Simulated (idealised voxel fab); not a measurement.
process module | voxel released beams
cross-section cut | 160 nm wide | cells 5 nm
A cross-section is a grid of square cells, given in bands from the top down. A band is one or more rows of cells.
Each band's line starts with the height of the band's top and of its bottom, in nm. Then come its materials from left to right, each with its width in nm. One material with "throughout" fills the band from edge to edge. "air" is empty space.
Height 0 is the level under which the wafer as received is all one material. The lowest band goes on downwards, as in "0 down".
A width such as "30 to 40" changes by the same amount from each row of cells to the next, from the band's top row to its bottom row.
"no change" after a step means that no cell of the cross-section changed.
closed voids: empty space of 8 cells or more with no open way to the top, each as width x height at its distance from the left edge, in nm
after a step's settings: what the simulator itself notes on the step
overlay nm, on a step with a mask: how far to the right of its planned place the mask lay; to the left if negative
plan
1 op RECEIVE | material Si
2 op CONFORMAL_DEP | material Al2O3 | thk nm 5
3 op DIRECTIONAL_DEP | material SiO2 | thk nm 20
4 op DIRECTIONAL_DEP | material aC | thk nm 10
5 op PATTERN | tone open | mask id ANCHOR | material resist | width nm 25 | thk nm 25 | overlay nm 0
6 op DIRECTIONAL_ETCH | etch materials aC | depth nm 10
7 op STRIP | etch materials resist
8 op DIRECTIONAL_ETCH | etch materials SiO2 | depth nm 20
9 op STRIP | etch materials aC
10 op CONFORMAL_DEP | material polySi | thk nm 10
11 op PATTERN | tone cover | mask id BEAM | material resist | width nm 90 | thk nm 15 | overlay nm 0
12 op DIRECTIONAL_ETCH | etch materials polySi | depth nm 10
13 op STRIP | etch materials resist
14 op STRIP | etch materials SiO2
as received, after step 1
  0 down: Si throughout
  closed voids: none
first wafer at the end, as planned
  35 to 25: air 30 | polySi 15 | air 5 | polySi 70 | air 40
  25 to 15: air 35 | polySi 10 | air 5 | polySi 10 | air 100
  15 to 5: air 35 | polySi 25 | air 100
  5 to 0: Al2O3 throughout
  0 down: Si throughout
  closed voids: none
second wafer at the end: like start, like plan, one mistake
  35 to 25: air 30 | polySi 10 | air 15 | polySi 65 | air 40
  25 to 15: air 30 | polySi 10 | air 15 | polySi 10 | air 95
  15 to 5: air 30 | polySi 35 | air 95
  5 to 0: Al2O3 throughout
  0 down: Si throughout
  closed voids: none
what went wrong: step 5 ran as: op PATTERN | tone open | mask id ANCHOR | material resist | width nm 35 | thk nm 25 | overlay nm 0
at the end the second wafer has, in cells: as many of each material as the first, in other places
